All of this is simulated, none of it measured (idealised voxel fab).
Process module under the name voxel transistor to metal
Cross-section cut spans 165 nm and uses square cells 5 nm in size.
A cross-section is a grid of square cells, given in bands from the top down. A band is one or more rows of cells.
Look at the band entry: it leads with the top's height and the bottom's height in nm. Then it lists the materials left to right, with a width in nm for each. The word "throughout" on a single material says that material fills the band edge to edge. The word "blank" is empty space.
Measure heights from 0. That's the level where, below it, the as-received wafer is all one material. The lowest band is bottomless and extends downward; write it as in "0 down".
Think of "30->40" as a width that walks from the first number to the second as you go down the band, top row to bottom row, taking equal-sized steps from row to row.
For the purposes of this document, the phrase "no change" attached to a step denotes that no cell within the cross-section was modified by that step.
"Closed cavity list": empty spaces of 8 cells or more with no open way to the top, each given as width x height at distance, distance from the left edge, all in nm.
On a step's line, text after the settings is the simulator commenting on that step.
On any step carrying a mask, the "overlay nm" setting, if present on the step's line, tells how far right of its planned place the mask lay; negative values point to the left.

**List of planned process steps**
- 1: RECEIVE | material Si
- 2: OXIDIZE | depth nm 5
- 3: CONFORMAL_DEP | material SiN | thk nm 15
- 4: DIRECTIONAL_DEP | material aC | thk nm 10
- 5: PATTERN | tone cover | mask id ACTIVE | material resist | width nm 115 | thk nm 30 | overlay nm 0
- 6: DIRECTIONAL_ETCH | etch materials aC | depth nm 10
- 7: STRIP | etch materials resist
- 8: DIRECTIONAL_ETCH | etch materials SiN | depth nm 15
- 9: DIRECTIONAL_ETCH | etch materials SiO2 | depth nm 5
- 10: DIRECTIONAL_ETCH | etch materials Si | depth nm 20
- 11: STRIP | etch materials aC
- 12: OXIDIZE | depth nm 5
- 13: FILL_DEP | material SiO2 | thk nm 15
- 14: CMP | height nm 15
- 15: SELECTIVE_ETCH | etch materials SiO2 | depth nm 10
- 16: STRIP | etch materials SiN
- 17: SELECTIVE_ETCH | etch materials SiO2 | depth nm 5
- 18: OXIDIZE | depth nm 5
- 19: DIRECTIONAL_DEP | material polySi | thk nm 20
- 20: DIRECTIONAL_DEP | material SiCN | thk nm 15
- 21: MASKED_ETCH | tone cover | mask id GATE | width nm 25 | etch materials SiCN | depth nm 25 | overlay nm 0
- 22: MASKED_ETCH | tone cover | mask id GATE | width nm 25 | etch materials polySi | depth nm 30 | overlay nm 0
- 23: CONFORMAL_DEP | material SiO2 | thk nm 5
- 24: DIRECTIONAL_ETCH | etch materials SiO2 | depth nm 5
- 25: CONFORMAL_DEP | material SiN | thk nm 5
- 26: DIRECTIONAL_ETCH | etch materials SiN | depth nm 5
- 27: DIRECTIONAL_ETCH | etch materials SiO2 | depth nm 5
- 28: DIRECTIONAL_ETCH | etch materials Si | depth nm 5
- 29: EPI | material SiGe | thk nm 10
- 30: FILL_DEP | material SiO2 | thk nm 5
- 31: CMP | height nm 15
- 32: STRIP | etch materials polySi
- 33: SELECTIVE_ETCH | etch materials SiO2 | depth nm 5
- 34: CONFORMAL_DEP | material HfO2 | thk nm 5
- 35: CONFORMAL_DEP | material TiN | thk nm 5
- 36: FILL_DEP | material W | thk nm 5
- 37: CMP | height nm 10
- 38: DIRECTIONAL_DEP | material SiO2 | thk nm 15
- 39: PATTERN | tone open | mask id CONTACT | material resist | width nm 15 | pitch nm 80 | thk nm 15 | overlay nm 0
- 40: DIRECTIONAL_ETCH | etch materials SiO2 | depth nm 30
- 41: STRIP | etch materials resist
- 42: CONFORMAL_DEP | material TiN | thk nm 5
- 43: FILL_DEP | material Ru | thk nm 5
- 44: CMP | height nm 25
- 45: DIRECTIONAL_DEP | material TiN | thk nm 5
- 46: DIRECTIONAL_DEP | material Ru | thk nm 15
- 47: MASKED_ETCH | tone cover | mask id METAL_1 | width nm 15 | pitch nm 80 | etch materials Ru | depth nm 15 | overlay nm 0
- 48: MASKED_ETCH | tone cover | mask id METAL_1 | width nm 15 | pitch nm 80 | etch materials TiN | depth nm 5 | overlay nm 0
- 49: CONFORMAL_DEP | material SiN | thk nm 5
- 50: FILL_DEP | material SiO2 | thk nm 5
- 51: CMP | height nm 45
- 52: CONFORMAL_DEP | material SiCN | thk nm 5
- 53: DIRECTIONAL_DEP | material SiO2 | thk nm 35
- 54: PATTERN | tone open | mask id METAL_2 | material resist | width nm 15 | pitch nm 80 | thk nm 20 | overlay nm 0
- 55: DIRECTIONAL_ETCH | etch materials SiO2 | depth nm 20
- 56: STRIP | etch materials resist
- 57: PATTERN | tone open | mask id METAL_2_HOLES | material resist | width nm 15 | pitch nm 80 | thk nm 15 | overlay nm 0
- 58: DIRECTIONAL_ETCH | etch materials SiO2 | depth nm 15
- 59: DIRECTIONAL_ETCH | etch materials SiCN | depth nm 5
- 60: STRIP | etch materials resist
- 61: CONFORMAL_DEP | material TiN | thk nm 5
- 62: FILL_DEP | material Cu | thk nm 5
- 63: CMP | height nm 85
- 64: CONFORMAL_DEP | material SiCN | thk nm 5

**The first wafer of two, processed as planned**

**As-received wafer cross-section (after step 1)**
- 0 down: Si throughout
- Closed cavity list: none

**The following cross-section depicts the wafer upon completion of step 2**
- 0 to -5: SiO2 throughout
- Whatever lies below -5 is exactly as it was before.

**The following cross-section depicts the wafer upon completion of step 3**
- 15 to 0: SiN throughout
- Whatever lies below 0 is exactly as it was before.

**The following cross-section depicts the wafer upon completion of step 4**
- 25 to 15: aC throughout
- Whatever lies below 15 is exactly as it was before.

**The following cross-section depicts the wafer upon completion of step 5**
- 55 to 25: 25 blank  115 resist  25 blank
- Whatever lies below 25 is exactly as it was before.

**The following cross-section depicts the wafer upon completion of step 6**
- 45 to 25: 25 blank  115 resist  25 blank
- 25 to 15: 25 blank  115 aC  25 blank
- Whatever lies below 15 is exactly as it was before.

**The following cross-section depicts the wafer upon completion of step 7**
- 25 to 15: 25 blank  115 aC  25 blank
- Whatever lies below 15 is exactly as it was before.

**The following cross-section depicts the wafer upon completion of step 8**
- 25 to 15: 25 blank  115 aC  25 blank
- 15 to 0: 25 blank  115 SiN  25 blank
- Whatever lies below 0 is exactly as it was before.

**The following cross-section depicts the wafer upon completion of step 9**
- 25 to 15: 25 blank  115 aC  25 blank
- 15 to 0: 25 blank  115 SiN  25 blank
- 0 to -5: 25 blank  115 SiO2  25 blank
- Whatever lies below -5 is exactly as it was before.

**The following cross-section depicts the wafer upon completion of step 10**
- 25 to 15: 25 blank  115 aC  25 blank
- 15 to 0: 25 blank  115 SiN  25 blank
- 0 to -5: 25 blank  115 SiO2  25 blank
- -5 to -25: 25 blank  115 Si  25 blank
- Whatever lies below -25 is exactly as it was before.

**The following cross-section depicts the wafer upon completion of step 11**
- 15 to 0: 25 blank  115 SiN  25 blank
- Whatever lies below 0 is exactly as it was before.

**The following cross-section depicts the wafer upon completion of step 12**
- 15 to 0: 25 blank  115 SiN  25 blank
- 0 to -5: 25 blank  115 SiO2  25 blank
- -5 to -25: 25 blank  5 SiO2  105 Si  5 SiO2  25 blank
- -25 to -30: 30 SiO2  105 Si  30 SiO2
- Whatever lies below -30 is exactly as it was before.

**The following cross-section depicts the wafer upon completion of step 13**
- 30 to 15: SiO2 throughout
- 15 to 0: 25 SiO2  115 SiN  25 SiO2
- 0 to -5: SiO2 throughout
- -5 to -30: 30 SiO2  105 Si  30 SiO2
- Whatever lies below -30 is exactly as it was before.

**The following cross-section depicts the wafer upon completion of step 14**
- 15 to 0: 25 SiO2  115 SiN  25 SiO2
- Whatever lies below 0 is exactly as it was before.

**The following cross-section depicts the wafer upon completion of step 15**
- 15 to 5: 25 blank  115 SiN  25 blank
- Whatever lies below 5 is exactly as it was before.

**The following cross-section depicts the wafer upon completion of step 16**
- 5 to 0: 25 SiO2  115 blank  25 SiO2
- Whatever lies below 0 is exactly as it was before.

**The following cross-section depicts the wafer upon completion of step 17**
- 0 to -5: 20 SiO2  125 blank  20 SiO2
- Whatever lies below -5 is exactly as it was before.

**The following cross-section depicts the wafer upon completion of step 18**
- 0 to -5: 20 SiO2  125 blank  20 SiO2
- -5 to -10: SiO2 throughout
- Whatever lies below -10 is exactly as it was before.

**The following cross-section depicts the wafer upon completion of step 19**
- 20 to 15: 20 polySi  125 blank  20 polySi
- 15 to 0: polySi throughout
- 0 to -5: 20 SiO2  125 polySi  20 SiO2
- Whatever lies below -5 is exactly as it was before.

**The following cross-section depicts the wafer upon completion of step 20**
- 35 to 30: 20 SiCN  125 blank  20 SiCN
- 30 to 20: SiCN throughout
- 20 to 15: 20 polySi  125 SiCN  20 polySi
- Whatever lies below 15 is exactly as it was before.

**The following cross-section depicts the wafer upon completion of step 21**
- 30 to 20: 70 blank  25 SiCN  70 blank
- 20 to 15: 20 polySi  50 blank  25 SiCN  50 blank  20 polySi
- Whatever lies below 15 is exactly as it was before.

**The following cross-section depicts the wafer upon completion of step 22**
- 30 to 15: 70 blank  25 SiCN  70 blank
- 15 to 0: 70 blank  25 polySi  70 blank
- 0 to -5: 20 SiO2  50 blank  25 polySi  50 blank  20 SiO2
- Whatever lies below -5 is exactly as it was before.

**The following cross-section depicts the wafer upon completion of step 23**
- 35 to 30: 65 blank  35 SiO2  65 blank
- 30 to 15: 65 blank  5 SiO2  25 SiCN  5 SiO2  65 blank
- 15 to 5: 65 blank  5 SiO2  25 polySi  5 SiO2  65 blank
- 5 to 0: 25 SiO2  40 blank  5 SiO2  25 polySi  5 SiO2  40 blank  25 SiO2
- 0 to -5: 70 SiO2  25 polySi  70 SiO2
- Whatever lies below -5 is exactly as it was before.

**The following cross-section depicts the wafer upon completion of step 24**
- 30 to 15: 65 blank  5 SiO2  25 SiCN  5 SiO2  65 blank
- 15 to 0: 65 blank  5 SiO2  25 polySi  5 SiO2  65 blank
- 0 to -5: 25 SiO2  40 blank  5 SiO2  25 polySi  5 SiO2  40 blank  25 SiO2
- Whatever lies below -5 is exactly as it was before.

**The following cross-section depicts the wafer upon completion of step 25**
- 35 to 30: 60 blank  45 SiN  60 blank
- 30 to 15: 60 blank  5 SiN  5 SiO2  25 SiCN  5 SiO2  5 SiN  60 blank
- 15 to 5: 60 blank  5 SiN  5 SiO2  25 polySi  5 SiO2  5 SiN  60 blank
- 5 to 0: 30 SiN  30 blank  5 SiN  5 SiO2  25 polySi  5 SiO2  5 SiN  30 blank  30 SiN
- 0 to -5: 25 SiO2  40 SiN  5 SiO2  25 polySi  5 SiO2  40 SiN  25 SiO2
- Whatever lies below -5 is exactly as it was before.

**The following cross-section depicts the wafer upon completion of step 26**
- 30 to 15: 60 blank  5 SiN  5 SiO2  25 SiCN  5 SiO2  5 SiN  60 blank
- 15 to 0: 60 blank  5 SiN  5 SiO2  25 polySi  5 SiO2  5 SiN  60 blank
- 0 to -5: 25 SiO2  5 SiN  30 blank  5 SiN  5 SiO2  25 polySi  5 SiO2  5 SiN  30 blank  5 SiN  25 SiO2
- Whatever lies below -5 is exactly as it was before.

**The following cross-section depicts the wafer upon completion of step 27**
- 30 to 25: 60 blank  5 SiN  5 blank  25 SiCN  5 blank  5 SiN  60 blank
- 25 to 15: 60 blank  5 SiN  5 SiO2  25 SiCN  5 SiO2  5 SiN  60 blank
- 15 to 0: 60 blank  5 SiN  5 SiO2  25 polySi  5 SiO2  5 SiN  60 blank
- 0 to -5: 25 blank  5 SiN  30 blank  5 SiN  5 SiO2  25 polySi  5 SiO2  5 SiN  30 blank  5 SiN  25 blank
- -5 to -10: 30 SiO2  30 blank  45 SiO2  30 blank  30 SiO2
- Whatever lies below -10 is exactly as it was before.

**The following cross-section depicts the wafer upon completion of step 28**
- 30 to 25: 60 blank  5 SiN  5 blank  25 SiCN  5 blank  5 SiN  60 blank
- 25 to 15: 60 blank  5 SiN  5 SiO2  25 SiCN  5 SiO2  5 SiN  60 blank
- 15 to 0: 60 blank  5 SiN  5 SiO2  25 polySi  5 SiO2  5 SiN  60 blank
- 0 to -5: 25 blank  5 SiN  30 blank  5 SiN  5 SiO2  25 polySi  5 SiO2  5 SiN  30 blank  5 SiN  25 blank
- -5 to -10: 30 SiO2  30 blank  45 SiO2  30 blank  30 SiO2
- -10 to -15: 30 SiO2  30 blank  45 Si  30 blank  30 SiO2
- Whatever lies below -15 is exactly as it was before.

**The following cross-section depicts the wafer upon completion of step 29**
- 30 to 25: 60 blank  5 SiN  5 blank  25 SiCN  5 blank  5 SiN  60 blank
- 25 to 15: 60 blank  5 SiN  5 SiO2  25 SiCN  5 SiO2  5 SiN  60 blank
- 15 to 0: 60 blank  5 SiN  5 SiO2  25 polySi  5 SiO2  5 SiN  60 blank
- 0 to -5: 25 blank  5 SiN  20 blank  10 SiGe  5 SiN  5 SiO2  25 polySi  5 SiO2  5 SiN  10 SiGe  20 blank  5 SiN  25 blank
- -5 to -10: 30 SiO2  30 SiGe  45 SiO2  30 SiGe  30 SiO2
- -10 to -15: 30 SiO2  30 SiGe  45 Si  30 SiGe  30 SiO2
- Whatever lies below -15 is exactly as it was before.

**The following cross-section depicts the wafer upon completion of step 30**
- 35 to 30: SiO2 throughout
- 30 to 15: 60 SiO2  5 SiN  5 SiO2  25 SiCN  5 SiO2  5 SiN  60 SiO2
- 15 to 0: 60 SiO2  5 SiN  5 SiO2  25 polySi  5 SiO2  5 SiN  60 SiO2
- 0 to -5: 25 SiO2  5 SiN  20 SiO2  10 SiGe  5 SiN  5 SiO2  25 polySi  5 SiO2  5 SiN  10 SiGe  20 SiO2  5 SiN  25 SiO2
- Whatever lies below -5 is exactly as it was before.

**The following cross-section depicts the wafer upon completion of step 31**
- 15 to 0: 60 SiO2  5 SiN  5 SiO2  25 polySi  5 SiO2  5 SiN  60 SiO2
- Whatever lies below 0 is exactly as it was before.

**The following cross-section depicts the wafer upon completion of step 32**
- 15 to 0: 60 SiO2  5 SiN  5 SiO2  25 blank  5 SiO2  5 SiN  60 SiO2
- 0 to -5: 25 SiO2  5 SiN  20 SiO2  10 SiGe  5 SiN  5 SiO2  25 blank  5 SiO2  5 SiN  10 SiGe  20 SiO2  5 SiN  25 SiO2
- Whatever lies below -5 is exactly as it was before.

**The following cross-section depicts the wafer upon completion of step 33**
- 15 to 10: 60 blank  5 SiN  35 blank  5 SiN  60 blank
- 10 to 0: 60 SiO2  5 SiN  35 blank  5 SiN  60 SiO2
- 0 to -5: 25 SiO2  5 SiN  20 SiO2  10 SiGe  5 SiN  35 blank  5 SiN  10 SiGe  20 SiO2  5 SiN  25 SiO2
- -5 to -10: 30 SiO2  30 SiGe  5 SiO2  35 blank  5 SiO2  30 SiGe  30 SiO2
- Whatever lies below -10 is exactly as it was before.

**The following cross-section depicts the wafer upon completion of step 34**
- 20 to 15: 55 blank  15 HfO2  25 blank  15 HfO2  55 blank
- 15 to 10: 60 HfO2  5 SiN  5 HfO2  25 blank  5 HfO2  5 SiN  60 HfO2
- 10 to 0: 60 SiO2  5 SiN  5 HfO2  25 blank  5 HfO2  5 SiN  60 SiO2
- 0 to -5: 25 SiO2  5 SiN  20 SiO2  10 SiGe  5 SiN  5 HfO2  25 blank  5 HfO2  5 SiN  10 SiGe  20 SiO2  5 SiN  25 SiO2
- -5 to -10: 30 SiO2  30 SiGe  5 SiO2  35 HfO2  5 SiO2  30 SiGe  30 SiO2
- Whatever lies below -10 is exactly as it was before.

**The following cross-section depicts the wafer upon completion of step 35**
- 25 to 20: 50 blank  25 TiN  15 blank  25 TiN  50 blank
- 20 to 15: 55 TiN  15 HfO2  5 TiN  15 blank  5 TiN  15 HfO2  55 TiN
- 15 to 10: 60 HfO2  5 SiN  5 HfO2  5 TiN  15 blank  5 TiN  5 HfO2  5 SiN  60 HfO2
- 10 to 0: 60 SiO2  5 SiN  5 HfO2  5 TiN  15 blank  5 TiN  5 HfO2  5 SiN  60 SiO2
- 0 to -5: 25 SiO2  5 SiN  20 SiO2  10 SiGe  5 SiN  5 HfO2  25 TiN  5 HfO2  5 SiN  10 SiGe  20 SiO2  5 SiN  25 SiO2
- Whatever lies below -5 is exactly as it was before.

**The following cross-section depicts the wafer upon completion of step 36**
- 30 to 25: W throughout
- 25 to 20: 50 W  25 TiN  15 W  25 TiN  50 W
- 20 to 15: 55 TiN  15 HfO2  5 TiN  15 W  5 TiN  15 HfO2  55 TiN
- 15 to 10: 60 HfO2  5 SiN  5 HfO2  5 TiN  15 W  5 TiN  5 HfO2  5 SiN  60 HfO2
- 10 to 0: 60 SiO2  5 SiN  5 HfO2  5 TiN  15 W  5 TiN  5 HfO2  5 SiN  60 SiO2
- Whatever lies below 0 is exactly as it was before.

**The following cross-section depicts the wafer upon completion of step 37**
- 10 to 0: 60 SiO2  5 SiN  5 HfO2  5 TiN  15 W  5 TiN  5 HfO2  5 SiN  60 SiO2
- Whatever lies below 0 is exactly as it was before.

**The following cross-section depicts the wafer upon completion of step 38**
- 25 to 10: SiO2 throughout
- Whatever lies below 10 is exactly as it was before.

**The following cross-section depicts the wafer upon completion of step 39**
- 40 to 25: 35 resist  15 blank  65 resist  15 blank  35 resist
- Whatever lies below 25 is exactly as it was before.

**The following cross-section depicts the wafer upon completion of step 40**
- 40 to 25: 35 resist  15 blank  65 resist  15 blank  35 resist
- 25 to 10: 35 SiO2  15 blank  65 SiO2  15 blank  35 SiO2
- 10 to 0: 35 SiO2  15 blank  10 SiO2  5 SiN  5 HfO2  5 TiN  15 W  5 TiN  5 HfO2  5 SiN  10 SiO2  15 blank  35 SiO2
- 0 to -5: 25 SiO2  5 SiN  5 SiO2  15 blank  10 SiGe  5 SiN  5 HfO2  25 TiN  5 HfO2  5 SiN  10 SiGe  15 blank  5 SiO2  5 SiN  25 SiO2
- Whatever lies below -5 is exactly as it was before.

**The following cross-section depicts the wafer upon completion of step 41**
- 25 to 10: 35 SiO2  15 blank  65 SiO2  15 blank  35 SiO2
- Whatever lies below 10 is exactly as it was before.

**The following cross-section depicts the wafer upon completion of step 42**
- 30 to 25: 40 TiN  5 blank  75 TiN  5 blank  40 TiN
- 25 to 10: 35 SiO2  5 TiN  5 blank  5 TiN  65 SiO2  5 TiN  5 blank  5 TiN  35 SiO2
- 10 to 0: 35 SiO2  5 TiN  5 blank  5 TiN  10 SiO2  5 SiN  5 HfO2  5 TiN  15 W  5 TiN  5 HfO2  5 SiN  10 SiO2  5 TiN  5 blank  5 TiN  35 SiO2
- 0 to -5: 25 SiO2  5 SiN  5 SiO2  15 TiN  10 SiGe  5 SiN  5 HfO2  25 TiN  5 HfO2  5 SiN  10 SiGe  15 TiN  5 SiO2  5 SiN  25 SiO2
- Whatever lies below -5 is exactly as it was before.

**The following cross-section depicts the wafer upon completion of step 43**
- 35 to 30: Ru throughout
- 30 to 25: 40 TiN  5 Ru  75 TiN  5 Ru  40 TiN
- 25 to 10: 35 SiO2  5 TiN  5 Ru  5 TiN  65 SiO2  5 TiN  5 Ru  5 TiN  35 SiO2
- 10 to 0: 35 SiO2  5 TiN  5 Ru  5 TiN  10 SiO2  5 SiN  5 HfO2  5 TiN  15 W  5 TiN  5 HfO2  5 SiN  10 SiO2  5 TiN  5 Ru  5 TiN  35 SiO2
- Whatever lies below 0 is exactly as it was before.

**The following cross-section depicts the wafer upon completion of step 44**
- 25 to 10: 35 SiO2  5 TiN  5 Ru  5 TiN  65 SiO2  5 TiN  5 Ru  5 TiN  35 SiO2
- Whatever lies below 10 is exactly as it was before.

**The following cross-section depicts the wafer upon completion of step 45**
- 30 to 25: TiN throughout
- Whatever lies below 25 is exactly as it was before.

**The following cross-section depicts the wafer upon completion of step 46**
- 45 to 30: Ru throughout
- Whatever lies below 30 is exactly as it was before.

**The following cross-section depicts the wafer upon completion of step 47**
- 45 to 30: 35 blank  15 Ru  65 blank  15 Ru  35 blank
- Whatever lies below 30 is exactly as it was before.

**The following cross-section depicts the wafer upon completion of step 48**
- 45 to 30: 35 blank  15 Ru  65 blank  15 Ru  35 blank
- 30 to 25: 35 blank  15 TiN  65 blank  15 TiN  35 blank
- Whatever lies below 25 is exactly as it was before.

**The following cross-section depicts the wafer upon completion of step 49**
- 50 to 45: 30 blank  25 SiN  55 blank  25 SiN  30 blank
- 45 to 30: 30 blank  5 SiN  15 Ru  5 SiN  55 blank  5 SiN  15 Ru  5 SiN  30 blank
- 30 to 25: 35 SiN  15 TiN  65 SiN  15 TiN  35 SiN
- Whatever lies below 25 is exactly as it was before.

**The following cross-section depicts the wafer upon completion of step 50**
- 55 to 50: SiO2 throughout
- 50 to 45: 30 SiO2  25 SiN  55 SiO2  25 SiN  30 SiO2
- 45 to 30: 30 SiO2  5 SiN  15 Ru  5 SiN  55 SiO2  5 SiN  15 Ru  5 SiN  30 SiO2
- Whatever lies below 30 is exactly as it was before.

**The following cross-section depicts the wafer upon completion of step 51**
- 45 to 30: 30 SiO2  5 SiN  15 Ru  5 SiN  55 SiO2  5 SiN  15 Ru  5 SiN  30 SiO2
- Whatever lies below 30 is exactly as it was before.

**The following cross-section depicts the wafer upon completion of step 52**
- 50 to 45: SiCN throughout
- Whatever lies below 45 is exactly as it was before.

**The following cross-section depicts the wafer upon completion of step 53**
- 85 to 50: SiO2 throughout
- Whatever lies below 50 is exactly as it was before.

**The following cross-section depicts the wafer upon completion of step 54**
- 105 to 85: 35 resist  15 blank  65 resist  15 blank  35 resist
- Whatever lies below 85 is exactly as it was before.

**The following cross-section depicts the wafer upon completion of step 55**
- 105 to 85: 35 resist  15 blank  65 resist  15 blank  35 resist
- 85 to 65: 35 SiO2  15 blank  65 SiO2  15 blank  35 SiO2
- Whatever lies below 65 is exactly as it was before.

**The following cross-section depicts the wafer upon completion of step 56**
- 85 to 65: 35 SiO2  15 blank  65 SiO2  15 blank  35 SiO2
- Whatever lies below 65 is exactly as it was before.

**The following cross-section depicts the wafer upon completion of step 57**
- 100 to 85: 35 resist  15 blank  65 resist  15 blank  35 resist
- Whatever lies below 85 is exactly as it was before.

**The following cross-section depicts the wafer upon completion of step 58**
- 100 to 85: 35 resist  15 blank  65 resist  15 blank  35 resist
- 85 to 50: 35 SiO2  15 blank  65 SiO2  15 blank  35 SiO2
- Whatever lies below 50 is exactly as it was before.

**The following cross-section depicts the wafer upon completion of step 59**
- 100 to 85: 35 resist  15 blank  65 resist  15 blank  35 resist
- 85 to 50: 35 SiO2  15 blank  65 SiO2  15 blank  35 SiO2
- 50 to 45: 35 SiCN  15 blank  65 SiCN  15 blank  35 SiCN
- Whatever lies below 45 is exactly as it was before.

**The following cross-section depicts the wafer upon completion of step 60**
- 85 to 50: 35 SiO2  15 blank  65 SiO2  15 blank  35 SiO2
- Whatever lies below 50 is exactly as it was before.

**The following cross-section depicts the wafer upon completion of step 61**
- 90 to 85: 40 TiN  5 blank  75 TiN  5 blank  40 TiN
- 85 to 50: 35 SiO2  5 TiN  5 blank  5 TiN  65 SiO2  5 TiN  5 blank  5 TiN  35 SiO2
- 50 to 45: 35 SiCN  15 TiN  65 SiCN  15 TiN  35 SiCN
- Whatever lies below 45 is exactly as it was before.

**The following cross-section depicts the wafer upon completion of step 62**
- 95 to 90: Cu throughout
- 90 to 85: 40 TiN  5 Cu  75 TiN  5 Cu  40 TiN
- 85 to 50: 35 SiO2  5 TiN  5 Cu  5 TiN  65 SiO2  5 TiN  5 Cu  5 TiN  35 SiO2
- Whatever lies below 50 is exactly as it was before.

**The following cross-section depicts the wafer upon completion of step 63**
- 85 to 50: 35 SiO2  5 TiN  5 Cu  5 TiN  65 SiO2  5 TiN  5 Cu  5 TiN  35 SiO2
- Whatever lies below 50 is exactly as it was before.

**The following cross-section depicts the wafer upon completion of step 64**
- 90 to 85: SiCN throughout
- Whatever lies below 85 is exactly as it was before.

**What follows concerns the second wafer, which started out like the first and was meant to follow the very same plan; one mistake crept in when it was run, but everything up to and including step 47 is the same as for the first wafer**

**Here is the second wafer in cross-section at the point where step 48 of the plan should have been done**
- 45 to 30: 35 blank  15 Ru  65 blank  15 Ru  35 blank
- 30 to 25: 30 blank  25 TiN  55 blank  25 TiN  30 blank
- Whatever lies below 25 is exactly as it was before.

**Here is the second wafer in cross-section at the point where step 49 of the plan should have been done**
- 50 to 45: 30 blank  25 SiN  55 blank  25 SiN  30 blank
- 45 to 35: 30 blank  5 SiN  15 Ru  5 SiN  55 blank  5 SiN  15 Ru  5 SiN  30 blank
- 35 to 30: 25 blank  10 SiN  15 Ru  10 SiN  45 blank  10 SiN  15 Ru  10 SiN  25 blank
- 30 to 25: 30 SiN  25 TiN  55 SiN  25 TiN  30 SiN
- Whatever lies below 25 is exactly as it was before.

**Here is the second wafer in cross-section at the point where step 50 of the plan should have been done**
- 55 to 50: SiO2 throughout
- 50 to 45: 30 SiO2  25 SiN  55 SiO2  25 SiN  30 SiO2
- 45 to 35: 30 SiO2  5 SiN  15 Ru  5 SiN  55 SiO2  5 SiN  15 Ru  5 SiN  30 SiO2
- 35 to 30: 25 SiO2  10 SiN  15 Ru  10 SiN  45 SiO2  10 SiN  15 Ru  10 SiN  25 SiO2
- Whatever lies below 30 is exactly as it was before.

**Here is the second wafer in cross-section at the point where step 51 of the plan should have been done**
- 45 to 35: 30 SiO2  5 SiN  15 Ru  5 SiN  55 SiO2  5 SiN  15 Ru  5 SiN  30 SiO2
- Whatever lies below 35 is exactly as it was before.

**Here is the second wafer in cross-section at the point where step 52 of the plan should have been done**
- 50 to 45: SiCN throughout
- Whatever lies below 45 is exactly as it was before.

**Here is the second wafer in cross-section at the point where step 53 of the plan should have been done**
- 85 to 50: SiO2 throughout
- Whatever lies below 50 is exactly as it was before.

**Here is the second wafer in cross-section at the point where step 54 of the plan should have been done**
- 105 to 85: 35 resist  15 blank  65 resist  15 blank  35 resist
- Whatever lies below 85 is exactly as it was before.

**Here is the second wafer in cross-section at the point where step 55 of the plan should have been done**
- 105 to 85: 35 resist  15 blank  65 resist  15 blank  35 resist
- 85 to 65: 35 SiO2  15 blank  65 SiO2  15 blank  35 SiO2
- Whatever lies below 65 is exactly as it was before.

**Here is the second wafer in cross-section at the point where step 56 of the plan should have been done**
- 85 to 65: 35 SiO2  15 blank  65 SiO2  15 blank  35 SiO2
- Whatever lies below 65 is exactly as it was before.

**Here is the second wafer in cross-section at the point where step 57 of the plan should have been done**
- 100 to 85: 35 resist  15 blank  65 resist  15 blank  35 resist
- Whatever lies below 85 is exactly as it was before.

**Here is the second wafer in cross-section at the point where step 58 of the plan should have been done**
- 100 to 85: 35 resist  15 blank  65 resist  15 blank  35 resist
- 85 to 50: 35 SiO2  15 blank  65 SiO2  15 blank  35 SiO2
- Whatever lies below 50 is exactly as it was before.

**Here is the second wafer in cross-section at the point where step 59 of the plan should have been done**
- 100 to 85: 35 resist  15 blank  65 resist  15 blank  35 resist
- 85 to 50: 35 SiO2  15 blank  65 SiO2  15 blank  35 SiO2
- 50 to 45: 35 SiCN  15 blank  65 SiCN  15 blank  35 SiCN
- Whatever lies below 45 is exactly as it was before.

**Here is the second wafer in cross-section at the point where step 60 of the plan should have been done**
- 85 to 50: 35 SiO2  15 blank  65 SiO2  15 blank  35 SiO2
- Whatever lies below 50 is exactly as it was before.

**Here is the second wafer in cross-section at the point where step 61 of the plan should have been done**
- 90 to 85: 40 TiN  5 blank  75 TiN  5 blank  40 TiN
- 85 to 50: 35 SiO2  5 TiN  5 blank  5 TiN  65 SiO2  5 TiN  5 blank  5 TiN  35 SiO2
- 50 to 45: 35 SiCN  15 TiN  65 SiCN  15 TiN  35 SiCN
- Whatever lies below 45 is exactly as it was before.

**Here is the second wafer in cross-section at the point where step 62 of the plan should have been done**
- 95 to 90: Cu throughout
- 90 to 85: 40 TiN  5 Cu  75 TiN  5 Cu  40 TiN
- 85 to 50: 35 SiO2  5 TiN  5 Cu  5 TiN  65 SiO2  5 TiN  5 Cu  5 TiN  35 SiO2
- Whatever lies below 50 is exactly as it was before.

**Here is the second wafer in cross-section at the point where step 63 of the plan should have been done**
- 85 to 50: 35 SiO2  5 TiN  5 Cu  5 TiN  65 SiO2  5 TiN  5 Cu  5 TiN  35 SiO2
- Whatever lies below 50 is exactly as it was before.

**Here is the second wafer in cross-section at the point where step 64 of the plan should have been done**
- 90 to 85: SiCN throughout
- Whatever lies below 85 is exactly as it was before.
Heads up, the wafer didn't run the way we planned it: step 48 went in with a setting other than planned; the actual run was MASKED_ETCH | tone cover | mask id METAL_1 | width nm 25 | pitch nm 80 | etch materials TiN | depth nm 5 | overlay nm 0
It is noted that, at the conclusion of processing, the second wafer exhibits a higher or lower cell count for certain materials relative to the first: SiO2 -4, TiN +4
